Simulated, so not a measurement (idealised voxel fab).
This is a process module. Its name is voxel spacer lines.
This is section cut - it's 210 nm across, gridded in 5 nm square cells.
A cross-section in this document is a grid of square cells, and it is written down as bands, the top band listed before the ones below it; a band is made up of one or more rows of cells.
For a band, the entry starts with two heights in nm, that of the top and then that of the bottom, and carries on with the band's materials in order from left to right, each alongside its width in nm; the word "all across" beside a single material means it fills the band edge to edge, and "empty" means empty space.
Height datum 0, below which the as-received substrate wafer is one material. Lowest band open at the bottom, running downward: "0 -> down".
With a width like "30 to 40", each row of cells in the band differs from the next by the same amount, the top row carrying the first number and the bottom row the second.
Where a step carries "nothing altered", the cross-section came out of it unchanged, cell for cell.
In "Enclosed empty spaces" the enclosed voids are listed, meaning empty spaces of 8 cells or larger without any opening to the top. The form is width x height at distance, distance from the left edge, units nm.
Read whatever lies past the settings on a step's line as the simulator's own remark about the step.
"overlay nm" denotes, for a step that has a mask, the displacement of the mask to the right of its planned place, with negative values corresponding to the left.
The planned process steps are enumerated hereunder
- 1: RECEIVE: material Si
- 2: CONFORMAL_DEP: material Al2O3, thk nm 5
- 3: DIRECTIONAL_DEP: material polySi, thk nm 15
- 4: DIRECTIONAL_DEP: material aC, thk nm 20
- 5: PATTERN: tone cover, mask id MANDREL, material resist, width nm 15, pitch nm 60, thk nm 25, overlay nm 0
- 6: DIRECTIONAL_ETCH: etch materials aC, depth nm 20
- 7: STRIP: etch materials resist
- 8: CONFORMAL_DEP: material SiO2, thk nm 15
- 9: DIRECTIONAL_ETCH: etch materials SiO2, depth nm 15
- 10: STRIP: etch materials aC
- 11: DIRECTIONAL_ETCH: etch materials polySi, depth nm 15
- 12: STRIP: etch materials SiO2
- 13: FILL_DEP: material SiO2, thk nm 10
- 14: CMP: height nm 20
Below: the first of two wafers, run as planned
Cross-section of the wafer upon arrival, representing the state reached after step 1
- 0 -> down | Si all across
- Enclosed empty spaces: none
You're looking at a cross-section of the wafer after step 2
- 5 -> 0 | Al2O3 all across
- Nothing below the height 0 has changed.
You're looking at a cross-section of the wafer after step 3
- 20 -> 5 | polySi all across
- Nothing below the height 5 has changed.
You're looking at a cross-section of the wafer after step 4
- 40 -> 20 | aC all across
- Nothing below the height 20 has changed.
You're looking at a cross-section of the wafer after step 5
- 65 -> 40 | empty 65 | resist 15 | empty 45 | resist 15 | empty 70
- Nothing below the height 40 has changed.
You're looking at a cross-section of the wafer after step 6
- 45 -> 40 | empty 65 | resist 15 | empty 45 | resist 15 | empty 70
- 40 -> 20 | empty 65 | aC 15 | empty 45 | aC 15 | empty 70
- Nothing below the height 20 has changed.
You're looking at a cross-section of the wafer after step 7
- 40 -> 20 | empty 65 | aC 15 | empty 45 | aC 15 | empty 70
- Nothing below the height 20 has changed.
You're looking at a cross-section of the wafer after step 8
- 55 -> 40 | empty 50 | SiO2 45 | empty 15 | SiO2 45 | empty 55
- 40 -> 35 | empty 50 | SiO2 15 | aC 15 | SiO2 15 | empty 15 | SiO2 15 | aC 15 | SiO2 15 | empty 55
- 35 -> 20 | SiO2 65 | aC 15 | SiO2 45 | aC 15 | SiO2 70
- Nothing below the height 20 has changed.
You're looking at a cross-section of the wafer after step 9
- 40 -> 20 | empty 50 | SiO2 15 | aC 15 | SiO2 15 | empty 15 | SiO2 15 | aC 15 | SiO2 15 | empty 55
- Nothing below the height 20 has changed.
You're looking at a cross-section of the wafer after step 10
- 40 -> 20 | empty 50 | SiO2 15 | empty 15 | SiO2 15 | empty 15 | SiO2 15 | empty 15 | SiO2 15 | empty 55
- Nothing below the height 20 has changed.
You're looking at a cross-section of the wafer after step 11
- 40 -> 20 | empty 50 | SiO2 15 | empty 15 | SiO2 15 | empty 15 | SiO2 15 | empty 15 | SiO2 15 | empty 55
- 20 -> 5 | empty 50 | polySi 15 | empty 15 | polySi 15 | empty 15 | polySi 15 | empty 15 | polySi 15 | empty 55
- Nothing below the height 5 has changed.
You're looking at a cross-section of the wafer after step 12
- 20 -> 5 | empty 50 | polySi 15 | empty 15 | polySi 15 | empty 15 | polySi 15 | empty 15 | polySi 15 | empty 55
- Nothing below the height 5 has changed.
You're looking at a cross-section of the wafer after step 13
- 30 -> 20 | SiO2 all across
- 20 -> 5 | SiO2 50 | polySi 15 | SiO2 15 | polySi 15 | SiO2 15 | polySi 15 | SiO2 15 | polySi 15 | SiO2 55
- Nothing below the height 5 has changed.
You're looking at a cross-section of the wafer after step 14
- 20 -> 5 | SiO2 50 | polySi 15 | SiO2 15 | polySi 15 | SiO2 15 | polySi 15 | SiO2 15 | polySi 15 | SiO2 55
- Nothing below the height 5 has changed.
The remaining wafer, second of the two, started like the first and was run to the same plan, except that one mistake was made along the way; the two coincide through step 1, inclusive
Second wafer at the planned finish of step 2, seen in cross-section
- 15 -> 0 | Al2O3 all across
- Nothing below the height 0 has changed.
Second wafer at the planned finish of step 3, seen in cross-section
- 30 -> 15 | polySi all across
- Nothing below the height 15 has changed.
Second wafer at the planned finish of step 4, seen in cross-section
- 50 -> 30 | aC all across
- Nothing below the height 30 has changed.
Second wafer at the planned finish of step 5, seen in cross-section
- 75 -> 50 | empty 65 | resist 15 | empty 45 | resist 15 | empty 70
- Nothing below the height 50 has changed.
Second wafer at the planned finish of step 6, seen in cross-section
- 55 -> 50 | empty 65 | resist 15 | empty 45 | resist 15 | empty 70
- 50 -> 30 | empty 65 | aC 15 | empty 45 | aC 15 | empty 70
- Nothing below the height 30 has changed.
Second wafer at the planned finish of step 7, seen in cross-section
- 50 -> 30 | empty 65 | aC 15 | empty 45 | aC 15 | empty 70
- Nothing below the height 30 has changed.
Second wafer at the planned finish of step 8, seen in cross-section
- 65 -> 50 | empty 50 | SiO2 45 | empty 15 | SiO2 45 | empty 55
- 50 -> 45 | empty 50 | SiO2 15 | aC 15 | SiO2 15 | empty 15 | SiO2 15 | aC 15 | SiO2 15 | empty 55
- 45 -> 30 | SiO2 65 | aC 15 | SiO2 45 | aC 15 | SiO2 70
- Nothing below the height 30 has changed.
Second wafer at the planned finish of step 9, seen in cross-section
- 50 -> 30 | empty 50 | SiO2 15 | aC 15 | SiO2 15 | empty 15 | SiO2 15 | aC 15 | SiO2 15 | empty 55
- Nothing below the height 30 has changed.
Second wafer at the planned finish of step 10, seen in cross-section
- 50 -> 30 | empty 50 | SiO2 15 | empty 15 | SiO2 15 | empty 15 | SiO2 15 | empty 15 | SiO2 15 | empty 55
- Nothing below the height 30 has changed.
Second wafer at the planned finish of step 11, seen in cross-section
- 50 -> 30 | empty 50 | SiO2 15 | empty 15 | SiO2 15 | empty 15 | SiO2 15 | empty 15 | SiO2 15 | empty 55
- 30 -> 15 | empty 50 | polySi 15 | empty 15 | polySi 15 | empty 15 | polySi 15 | empty 15 | polySi 15 | empty 55
- Nothing below the height 15 has changed.
Second wafer at the planned finish of step 12, seen in cross-section
- 30 -> 15 | empty 50 | polySi 15 | empty 15 | polySi 15 | empty 15 | polySi 15 | empty 15 | polySi 15 | empty 55
- Nothing below the height 15 has changed.
Second wafer at the planned finish of step 13, seen in cross-section
- 40 -> 30 | SiO2 all across
- 30 -> 15 | SiO2 50 | polySi 15 | SiO2 15 | polySi 15 | SiO2 15 | polySi 15 | SiO2 15 | polySi 15 | SiO2 55
- Nothing below the height 15 has changed.
Second wafer at the planned finish of step 14, seen in cross-section
- 20 -> 15 | SiO2 50 | polySi 15 | SiO2 15 | polySi 15 | SiO2 15 | polySi 15 | SiO2 15 | polySi 15 | SiO2 55
- Nothing below the height 15 has changed.
Run error: rather than as planned, step 2 actually ran as CONFORMAL_DEP: material Al2O3, thk nm 15
In the final state, the cell counts of the second wafer exceed or fall short of those of the first for the following materials: +84 Al2O3, -60 SiO2, -24 polySi
